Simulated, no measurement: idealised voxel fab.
Name of the process module below: voxel released beams
Cross-section cut spans 160 nm and uses square cells 5 nm in size.
Cross-section, as written here: a square-cell grid given band by band from the top down, where a band holds one or more rows of cells.
What a band's entry tells you: where the top is and where the bottom is, as heights in nm, and after that what lies inside, material by material from left to right, each with its width in nm. Empty space is written as the word "blank", and a single material marked with the word "throughout" occupies the band from edge to edge.
Heights are expressed relative to 0, this being the level below which the as-received wafer comprises one material exclusively. The lowest band is unbounded in the downward direction and is denoted as in "0 -> down".
A two-number width, for instance "30..40", indicates that the width is equal to the first number in the top row of the band and to the second number in the bottom row, and that it changes by a constant amount per row of cells.
Given "remained the same" for a step, no cell of the cross-section differs between before and after that step.
"Voids, fully enclosed" enumerates empty spaces isolated from the top, with no open way to it, that contain at least 8 cells, giving each as width x height at distance from the left edge, all three in nm.
The remark found on a step's line after its settings is issued by the simulator itself and pertains to that step.
The optional step-line setting "overlay nm" applies to steps with a mask and quantifies how far to the right of its planned location the mask lay, a negative value indicating leftward placement.
[The steps planned for the process are as follows]
1) RECEIVE, material Si
2) CONFORMAL_DEP, material Al2O3, thk nm 5
3) DIRECTIONAL_DEP, material SiO2, thk nm 20
4) DIRECTIONAL_DEP, material aC, thk nm 10
5) PATTERN, tone open, mask id ANCHOR, material resist, width nm 25, thk nm 25, overlay nm 0
6) DIRECTIONAL_ETCH, etch materials aC, depth nm 10
7) STRIP, etch materials resist
8) DIRECTIONAL_ETCH, etch materials SiO2, depth nm 20
9) STRIP, etch materials aC
10) CONFORMAL_DEP, material polySi, thk nm 10
11) PATTERN, tone cover, mask id BEAM, material resist, width nm 90, thk nm 15, overlay nm 0
12) DIRECTIONAL_ETCH, etch materials polySi, depth nm 10
13) STRIP, etch materials resist
14) STRIP, etch materials SiO2
[First out of two wafers; run went to plan]
[Wafer at receipt (post step 1), cross-section]
- 0 -> down = Si throughout
- Voids, fully enclosed: none
[The following cross-section depicts the wafer upon completion of step 2]
- 5 -> 0 = Al2O3 throughout
- Below a height of 0, the structure has not been altered.
[The following cross-section depicts the wafer upon completion of step 3]
- 25 -> 5 = SiO2 throughout
- Below a height of 5, the structure has not been altered.
[The following cross-section depicts the wafer upon completion of step 4]
- 35 -> 25 = aC throughout
- Below a height of 25, the structure has not been altered.
[The following cross-section depicts the wafer upon completion of step 5]
- 60 -> 35 = resist: 35, blank: 25, resist: 100
- Below a height of 35, the structure has not been altered.
[The following cross-section depicts the wafer upon completion of step 6]
- 50 -> 35 = resist: 35, blank: 25, resist: 100
- 35 -> 25 = aC: 35, blank: 25, aC: 100
- Below a height of 25, the structure has not been altered.
[The following cross-section depicts the wafer upon completion of step 7]
- 35 -> 25 = aC: 35, blank: 25, aC: 100
- Below a height of 25, the structure has not been altered.
[The following cross-section depicts the wafer upon completion of step 8]
- 35 -> 25 = aC: 35, blank: 25, aC: 100
- 25 -> 5 = SiO2: 35, blank: 25, SiO2: 100
- Below a height of 5, the structure has not been altered.
[The following cross-section depicts the wafer upon completion of step 9]
- 25 -> 5 = SiO2: 35, blank: 25, SiO2: 100
- Below a height of 5, the structure has not been altered.
[The following cross-section depicts the wafer upon completion of step 10]
- 35 -> 25 = polySi: 45, blank: 5, polySi: 110
- 25 -> 15 = SiO2: 35, polySi: 10, blank: 5, polySi: 10, SiO2: 100
- 15 -> 5 = SiO2: 35, polySi: 25, SiO2: 100
- Below a height of 5, the structure has not been altered.
[The following cross-section depicts the wafer upon completion of step 11]
- 50 -> 35 = blank: 30, resist: 90, blank: 40
- 35 -> 25 = polySi: 45, resist: 5, polySi: 110
- 25 -> 15 = SiO2: 35, polySi: 10, resist: 5, polySi: 10, SiO2: 100
- Below a height of 15, the structure has not been altered.
[The following cross-section depicts the wafer upon completion of step 12]
- 50 -> 35 = blank: 30, resist: 90, blank: 40
- 35 -> 25 = blank: 30, polySi: 15, resist: 5, polySi: 70, blank: 40
- Below a height of 25, the structure has not been altered.
[The following cross-section depicts the wafer upon completion of step 13]
- 35 -> 25 = blank: 30, polySi: 15, blank: 5, polySi: 70, blank: 40
- 25 -> 15 = SiO2: 35, polySi: 10, blank: 5, polySi: 10, SiO2: 100
- Below a height of 15, the structure has not been altered.
[The following cross-section depicts the wafer upon completion of step 14]
- 35 -> 25 = blank: 30, polySi: 15, blank: 5, polySi: 70, blank: 40
- 25 -> 15 = blank: 35, polySi: 10, blank: 5, polySi: 10, blank: 100
- 15 -> 5 = blank: 35, polySi: 25, blank: 100
- Below a height of 5, the structure has not been altered.
[second wafer: like start, like plan, one mistake. Through step 9 it matches the first wafer]
[Second wafer at the planned finish of step 10, seen in cross-section]
- 30 -> 25 = polySi: 40, blank: 15, polySi: 105
- 25 -> 10 = SiO2: 35, polySi: 5, blank: 15, polySi: 5, SiO2: 100
- 10 -> 5 = SiO2: 35, polySi: 25, SiO2: 100
- Below a height of 5, the structure has not been altered.
[Second wafer at the planned finish of step 11, seen in cross-section]
- 45 -> 30 = blank: 30, resist: 90, blank: 40
- 30 -> 25 = polySi: 40, resist: 15, polySi: 105
- 25 -> 10 = SiO2: 35, polySi: 5, resist: 15, polySi: 5, SiO2: 100
- Below a height of 10, the structure has not been altered.
[Second wafer at the planned finish of step 12, seen in cross-section]
- 45 -> 30 = blank: 30, resist: 90, blank: 40
- 30 -> 25 = blank: 30, polySi: 10, resist: 15, polySi: 65, blank: 40
- Below a height of 25, the structure has not been altered.
[Second wafer at the planned finish of step 13, seen in cross-section]
- 30 -> 25 = blank: 30, polySi: 10, blank: 15, polySi: 65, blank: 40
- 25 -> 10 = SiO2: 35, polySi: 5, blank: 15, polySi: 5, SiO2: 100
- Below a height of 10, the structure has not been altered.
[Second wafer at the planned finish of step 14, seen in cross-section]
- 30 -> 25 = blank: 30, polySi: 10, blank: 15, polySi: 65, blank: 40
- 25 -> 10 = blank: 35, polySi: 5, blank: 15, polySi: 5, blank: 100
- 10 -> 5 = blank: 35, polySi: 25, blank: 100
- Below a height of 5, the structure has not been altered.
Where did the run depart from the plan? step 10 did not happen as planned, as run it was CONFORMAL_DEP, material polySi, thk nm 5
Looking at both finished wafers in cells, the second ends up ahead of or behind the first on some materials: polySi: 26 fewer
